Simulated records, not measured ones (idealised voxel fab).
process module | voxel wiring stack
cross-section cut | 190 nm wide | cells 5 nm
A cross-section is a grid of square cells, given in bands from the top down. A band is one or more rows of cells.
Each band's line starts with the height of the band's top and of its bottom, in nm. Then come its materials from left to right, each with its width in nm. One material with "throughout" fills the band from edge to edge. "air" is empty space.
Height 0 is the level under which the wafer as received is all one material. The lowest band goes on downwards, as in "0 down".
A width such as "30 to 40" changes by the same amount from each row of cells to the next, from the band's top row to its bottom row.
"no change" after a step means that no cell of the cross-section changed.
closed voids: empty space of 8 cells or more with no open way to the top, each as width x height at its distance from the left edge, in nm
after a step's settings: what the simulator itself notes on the step
overlay nm, on a step with a mask: how far to the right of its planned place the mask lay; to the left if negative
plan
1 op RECEIVE | material Si
2 op CONFORMAL_DEP | material SiO2 | thk nm 10
3 op CONFORMAL_DEP | material SiN | thk nm 5
4 op DIRECTIONAL_DEP | material lowk | thk nm 15
5 op DIRECTIONAL_DEP | material aC | thk nm 10
6 op PATTERN | tone open | mask id METAL_1 | material resist | width nm 25 | pitch nm 50 | thk nm 30 | overlay nm 0
7 op DIRECTIONAL_ETCH | etch materials aC | depth nm 10
8 op STRIP | etch materials resist
9 op DIRECTIONAL_ETCH | etch materials lowk | depth nm 15
10 op DIRECTIONAL_ETCH | etch materials SiN | depth nm 5
11 op STRIP | etch materials aC
12 op CONFORMAL_DEP | material TiN | thk nm 5
13 op FILL_DEP | material Cu | thk nm 5
14 op CMP | height nm 30
15 op EPI | material Ru | thk nm 5
16 op FILL_DEP | material SiCN | thk nm 5
17 op DIRECTIONAL_DEP | material SiO2 | thk nm 25
18 op DIRECTIONAL_DEP | material aC | thk nm 15
19 op PATTERN | tone open | mask id METAL_2 | material resist | width nm 25 | pitch nm 50 | thk nm 30 | overlay nm 0
20 op DIRECTIONAL_ETCH | etch materials aC | depth nm 15
21 op STRIP | etch materials resist
22 op DIRECTIONAL_ETCH | etch materials SiO2 | depth nm 15
23 op STRIP | etch materials aC
24 op MASKED_ETCH | tone open | mask id METAL_2_HOLES | width nm 15 | etch materials SiO2 | depth nm 10 | overlay nm 0
25 op MASKED_ETCH | tone open | mask id METAL_2_HOLES | width nm 15 | etch materials SiCN | depth nm 5 | overlay nm 0
26 op CONFORMAL_DEP | material TiN | thk nm 5
27 op FILL_DEP | material Cu | thk nm 5
28 op CMP | height nm 65
29 op CONFORMAL_DEP | material SiCN | thk nm 5
first wafer, as planned
as received, after step 1
  0 down: Si throughout
  closed voids: none
after step 2
  10 to 0: SiO2 throughout
  below 0: unchanged
after step 3
  15 to 10: SiN throughout
  below 10: unchanged
after step 4
  30 to 15: lowk throughout
  below 15: unchanged
after step 5
  40 to 30: aC throughout
  below 30: unchanged
after step 6
  70 to 40: resist 55 | air 25 | resist 25 | air 25 | resist 60
  below 40: unchanged
after step 7
  60 to 40: resist 55 | air 25 | resist 25 | air 25 | resist 60
  40 to 30: aC 55 | air 25 | aC 25 | air 25 | aC 60
  below 30: unchanged
after step 8
  40 to 30: aC 55 | air 25 | aC 25 | air 25 | aC 60
  below 30: unchanged
after step 9
  40 to 30: aC 55 | air 25 | aC 25 | air 25 | aC 60
  30 to 15: lowk 55 | air 25 | lowk 25 | air 25 | lowk 60
  below 15: unchanged
after step 10
  40 to 30: aC 55 | air 25 | aC 25 | air 25 | aC 60
  30 to 15: lowk 55 | air 25 | lowk 25 | air 25 | lowk 60
  15 to 10: SiN 55 | air 25 | SiN 25 | air 25 | SiN 60
  below 10: unchanged
after step 11
  30 to 15: lowk 55 | air 25 | lowk 25 | air 25 | lowk 60
  below 15: unchanged
after step 12
  35 to 30: TiN 60 | air 15 | TiN 35 | air 15 | TiN 65
  30 to 15: lowk 55 | TiN 5 | air 15 | TiN 5 | lowk 25 | TiN 5 | air 15 | TiN 5 | lowk 60
  15 to 10: SiN 55 | TiN 25 | SiN 25 | TiN 25 | SiN 60
  below 10: unchanged
after step 13
  40 to 35: Cu throughout
  35 to 30: TiN 60 | Cu 15 | TiN 35 | Cu 15 | TiN 65
  30 to 15: lowk 55 | TiN 5 | Cu 15 | TiN 5 | lowk 25 | TiN 5 | Cu 15 | TiN 5 | lowk 60
  below 15: unchanged
after step 14
  30 to 15: lowk 55 | TiN 5 | Cu 15 | TiN 5 | lowk 25 | TiN 5 | Cu 15 | TiN 5 | lowk 60
  below 15: unchanged
after step 15
  35 to 30: air 50 | Ru 35 | air 15 | Ru 35 | air 55
  below 30: unchanged
after step 16
  40 to 35: SiCN throughout
  35 to 30: SiCN 50 | Ru 35 | SiCN 15 | Ru 35 | SiCN 55
  below 30: unchanged
after step 17
  65 to 40: SiO2 throughout
  below 40: unchanged
after step 18
  80 to 65: aC throughout
  below 65: unchanged
after step 19
  110 to 80: resist 55 | air 25 | resist 25 | air 25 | resist 60
  below 80: unchanged
after step 20
  95 to 80: resist 55 | air 25 | resist 25 | air 25 | resist 60
  80 to 65: aC 55 | air 25 | aC 25 | air 25 | aC 60
  below 65: unchanged
after step 21
  80 to 65: aC 55 | air 25 | aC 25 | air 25 | aC 60
  below 65: unchanged
after step 22
  80 to 65: aC 55 | air 25 | aC 25 | air 25 | aC 60
  65 to 50: SiO2 55 | air 25 | SiO2 25 | air 25 | SiO2 60
  below 50: unchanged
after step 23
  65 to 50: SiO2 55 | air 25 | SiO2 25 | air 25 | SiO2 60
  below 50: unchanged
after step 24
  65 to 50: SiO2 55 | air 25 | SiO2 25 | air 25 | SiO2 60
  50 to 40: SiO2 55 | air 15 | SiO2 120
  below 40: unchanged
after step 25
  65 to 50: SiO2 55 | air 25 | SiO2 25 | air 25 | SiO2 60
  50 to 40: SiO2 55 | air 15 | SiO2 120
  40 to 35: SiCN 55 | air 15 | SiCN 120
  below 35: unchanged
after step 26
  70 to 65: TiN 60 | air 15 | TiN 35 | air 15 | TiN 65
  65 to 55: SiO2 55 | TiN 5 | air 15 | TiN 5 | SiO2 25 | TiN 5 | air 15 | TiN 5 | SiO2 60
  55 to 50: SiO2 55 | TiN 5 | air 5 | TiN 15 | SiO2 25 | TiN 25 | SiO2 60
  50 to 40: SiO2 55 | TiN 5 | air 5 | TiN 5 | SiO2 120
  40 to 35: SiCN 55 | TiN 15 | SiCN 120
  below 35: unchanged
after step 27
  75 to 70: Cu throughout
  70 to 65: TiN 60 | Cu 15 | TiN 35 | Cu 15 | TiN 65
  65 to 55: SiO2 55 | TiN 5 | Cu 15 | TiN 5 | SiO2 25 | TiN 5 | Cu 15 | TiN 5 | SiO2 60
  55 to 50: SiO2 55 | TiN 5 | Cu 5 | TiN 15 | SiO2 25 | TiN 25 | SiO2 60
  50 to 40: SiO2 55 | TiN 5 | Cu 5 | TiN 5 | SiO2 120
  below 40: unchanged
after step 28
  65 to 55: SiO2 55 | TiN 5 | Cu 15 | TiN 5 | SiO2 25 | TiN 5 | Cu 15 | TiN 5 | SiO2 60
  below 55: unchanged
after step 29
  70 to 65: SiCN throughout
  below 65: unchanged
second wafer: like start, like plan, one mistake. Through step 27 it matches the first wafer
when step 28 should have ended
  65 to 55: SiO2 55 | TiN 5 | Cu 15 | TiN 5 | SiO2 25 | TiN 5 | Cu 15 | TiN 5 | SiO2 60
  below 55: unchanged
when step 29 should have ended
  70 to 65: SiCN throughout
  below 65: unchanged
what went wrong: step 28 was run twice
at the end the two cross-sections are the same: no effect in what this model computes
